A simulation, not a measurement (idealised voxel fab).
process module | voxel released beams
cross-section cut | 275 nm wide | cells 5 nm
A cross-section is a grid of square cells, given in bands from the top down. A band is one or more rows of cells.
Each band's line starts with the height of the band's top and of its bottom, in nm. Then come its materials from left to right, each with its width in nm. One material with "throughout" fills the band from edge to edge. "air" is empty space.
Height 0 is the level under which the wafer as received is all one material. The lowest band goes on downwards, as in "0 down".
A width such as "30 to 40" changes by the same amount from each row of cells to the next, from the band's top row to its bottom row.
"no change" after a step means that no cell of the cross-section changed.
closed voids: empty space of 8 cells or more with no open way to the top, each as width x height at its distance from the left edge, in nm
after a step's settings: what the simulator itself notes on the step
overlay nm, on a step with a mask: how far to the right of its planned place the mask lay; to the left if negative
plan
1 op RECEIVE | material Si
2 op CONFORMAL_DEP | material Al2O3 | thk nm 5
3 op DIRECTIONAL_DEP | material SiO2 | thk nm 20
4 op MASKED_ETCH | tone open | mask id ANCHOR | width nm 15 | etch materials SiO2 | depth nm 20 | overlay nm 0
5 op CONFORMAL_DEP | material SiN | thk nm 10
6 op DIRECTIONAL_DEP | material aC | thk nm 10
7 op PATTERN | tone cover | mask id BEAM | material resist | width nm 75 | thk nm 25 | overlay nm 0
8 op DIRECTIONAL_ETCH | etch materials aC | depth nm 10
9 op STRIP | etch materials resist
10 op DIRECTIONAL_ETCH | etch materials SiN | depth nm 10
11 op STRIP | etch materials aC
12 op STRIP | etch materials SiO2
varied across the wafers: width nm of step 4. The plan shows the first wafer's value. All wafers start alike
first wafer as received, after step 1
  0 down: Si throughout
  closed voids: none
each wafer at the end: cells of each material gained (+) or lost (-) since it was received, then its closed voids
width nm 15 | +55 Al2O3 | +42 SiN | closed voids: none
width nm 20 | +55 Al2O3 | +46 SiN | closed voids: none
width nm 25 | +55 Al2O3 | +46 SiN | closed voids: none
width nm 30 | +55 Al2O3 | +46 SiN | closed voids: none
width nm 35 | +55 Al2O3 | +46 SiN | closed voids: none
width nm 40 | +55 Al2O3 | +46 SiN | closed voids: none
